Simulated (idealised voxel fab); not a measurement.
You're looking at the process module voxel gate over fins.
cross-section cut | 160 nm wide | cells 5 nm
Throughout this document, each cross-section is represented as a grid of square cells and is presented as a sequence of bands enumerated from the top downward, where a band comprises one or more rows of cells. This entry defines a band. It first specifies the height of the band's top and the height of its bottom in nm, and then specifies the band's materials from left to right, stating each material with its width in nm. The word "all across" identifies a single material that fills the band from edge to edge, while the word "air" identifies empty space. The reference from which all heights are counted is 0, the level beneath which the as-received wafer is entirely one material; the lowest band, having no lower bound, proceeds downward and is written after the example "0 -> down". The width entry "30..40" should be interpreted row by row: the top row of cells in the band takes the first number, the bottom row takes the second number, and the change between adjacent rows is uniform throughout. What does "remained unchanged" mean for a step? It means no cell of the cross-section changed in that step. Heads up: "Enclosed void listing" only lists the empty pockets with no open path to the top that are 8 cells or more, and it writes them as width x height at distance, distance from the left edge, in nm. Post-settings text on a step line: simulator's own remark regarding the step. overlay nm: on a step with a mask, how far right of its planned place the mask lay; negative means left.

[Intended process steps]
| 1 | RECEIVE: material Si |
| 2 | CONFORMAL_DEP: material SiN, thk nm 5 |
| 3 | MASKED_ETCH: tone cover, mask id FINS, width nm 15, pitch nm 40, etch materials SiN, depth nm 5, overlay nm 0 |
| 4 | MASKED_ETCH: tone cover, mask id FINS, width nm 15, pitch nm 40, etch materials Si, depth nm 30, overlay nm 0 |
| 5 | OXIDIZE: depth nm 5 |
| 6 | FILL_DEP: material SiO2, thk nm 15 |
| 7 | CMP: height nm 5 |
| 8 | SELECTIVE_ETCH: etch materials SiO2, depth nm 15 |
| 9 | STRIP: etch materials SiN |
| 10 | CONFORMAL_DEP: material HfO2, thk nm 5 |
| 11 | CONFORMAL_DEP: material TiN, thk nm 5 |
| 12 | FILL_DEP: material W, thk nm 10 |
| 13 | CMP: height nm 15 |
| 14 | CONFORMAL_DEP: material SiCN, thk nm 10 |

[On the first of the two wafers: run conducted according to plan]

[As-received state of the wafer in cross-section, equivalent to post-step 1]
	0 -> down  Si all across
	Enclosed void listing: none

[Wafer after step 2 (cross-section)]
	5 -> 0  SiN all across
	Below 0 it's all the same as before, nothing changed down there.

[Wafer after step 3 (cross-section)]
	5 -> 0  air: 50  SiN: 15  air: 25  SiN: 15  air: 55
	Below 0 it's all the same as before, nothing changed down there.

[Wafer after step 4 (cross-section)]
	5 -> 0  air: 50  SiN: 15  air: 25  SiN: 15  air: 55
	0 -> -30  air: 50  Si: 15  air: 25  Si: 15  air: 55
	Below -30 it's all the same as before, nothing changed down there.

[Wafer after step 5 (cross-section)]
	5 -> 0  air: 50  SiN: 15  air: 25  SiN: 15  air: 55
	0 -> -30  air: 50  SiO2: 5  Si: 5  SiO2: 5  air: 25  SiO2: 5  Si: 5  SiO2: 5  air: 55
	-30 -> -35  SiO2: 55  Si: 5  SiO2: 35  Si: 5  SiO2: 60
	Below -35 it's all the same as before, nothing changed down there.

[Wafer after step 6 (cross-section)]
	20 -> 5  SiO2 all across
	5 -> 0  SiO2: 50  SiN: 15  SiO2: 25  SiN: 15  SiO2: 55
	0 -> -35  SiO2: 55  Si: 5  SiO2: 35  Si: 5  SiO2: 60
	Below -35 it's all the same as before, nothing changed down there.

[Wafer after step 7 (cross-section)]
	5 -> 0  SiO2: 50  SiN: 15  SiO2: 25  SiN: 15  SiO2: 55
	Below 0 it's all the same as before, nothing changed down there.

[Wafer after step 8 (cross-section)]
	5 -> 0  air: 50  SiN: 15  air: 25  SiN: 15  air: 55
	0 -> -10  air: 55  Si: 5  air: 35  Si: 5  air: 60
	Below -10 it's all the same as before, nothing changed down there.

[Wafer after step 9 (cross-section)]
	0 -> -10  air: 55  Si: 5  air: 35  Si: 5  air: 60
	Below -10 it's all the same as before, nothing changed down there.

[Wafer after step 10 (cross-section)]
	5 -> 0  air: 50  HfO2: 15  air: 25  HfO2: 15  air: 55
	0 -> -5  air: 50  HfO2: 5  Si: 5  HfO2: 5  air: 25  HfO2: 5  Si: 5  HfO2: 5  air: 55
	-5 -> -10  HfO2: 55  Si: 5  HfO2: 35  Si: 5  HfO2: 60
	Below -10 it's all the same as before, nothing changed down there.

[Wafer after step 11 (cross-section)]
	10 -> 5  air: 45  TiN: 25  air: 15  TiN: 25  air: 50
	5 -> 0  air: 45  TiN: 5  HfO2: 15  TiN: 5  air: 15  TiN: 5  HfO2: 15  TiN: 5  air: 50
	0 -> -5  TiN: 50  HfO2: 5  Si: 5  HfO2: 5  TiN: 25  HfO2: 5  Si: 5  HfO2: 5  TiN: 55
	Below -5 it's all the same as before, nothing changed down there.

[Wafer after step 12 (cross-section)]
	20 -> 10  W all across
	10 -> 5  W: 45  TiN: 25  W: 15  TiN: 25  W: 50
	5 -> 0  W: 45  TiN: 5  HfO2: 15  TiN: 5  W: 15  TiN: 5  HfO2: 15  TiN: 5  W: 50
	Below 0 it's all the same as before, nothing changed down there.

[Wafer after step 13 (cross-section)]
	15 -> 10  W all across
	Below 10 it's all the same as before, nothing changed down there.

[Wafer after step 14 (cross-section)]
	25 -> 15  SiCN all across
	Below 15 it's all the same as before, nothing changed down there.

[Second wafer, same starting state and plan as the first, one mistake in the run, identical through step 10]

[Here is the second wafer in cross-section at the point where step 11 of the plan should have been done]
	10 -> 5  air: 45  SiN: 25  air: 15  SiN: 25  air: 50
	5 -> 0  air: 45  SiN: 5  HfO2: 15  SiN: 5  air: 15  SiN: 5  HfO2: 15  SiN: 5  air: 50
	0 -> -5  SiN: 50  HfO2: 5  Si: 5  HfO2: 5  SiN: 25  HfO2: 5  Si: 5  HfO2: 5  SiN: 55
	Below -5 it's all the same as before, nothing changed down there.

[Here is the second wafer in cross-section at the point where step 12 of the plan should have been done]
	20 -> 10  W all across
	10 -> 5  W: 45  SiN: 25  W: 15  SiN: 25  W: 50
	5 -> 0  W: 45  SiN: 5  HfO2: 15  SiN: 5  W: 15  SiN: 5  HfO2: 15  SiN: 5  W: 50
	Below 0 it's all the same as before, nothing changed down there.

[Here is the second wafer in cross-section at the point where step 13 of the plan should have been done]
	15 -> 10  W all across
	Below 10 it's all the same as before, nothing changed down there.

[Here is the second wafer in cross-section at the point where step 14 of the plan should have been done]
	25 -> 15  SiCN all across
	Below 15 it's all the same as before, nothing changed down there.
Heads up, the wafer didn't run the way we planned it: in deviation from the planned setting, step 11 was conducted as CONFORMAL_DEP: material SiN, thk nm 5
FYI, end of process, the second wafer has more or fewer cells of some materials than the first: SiN +40; TiN -40
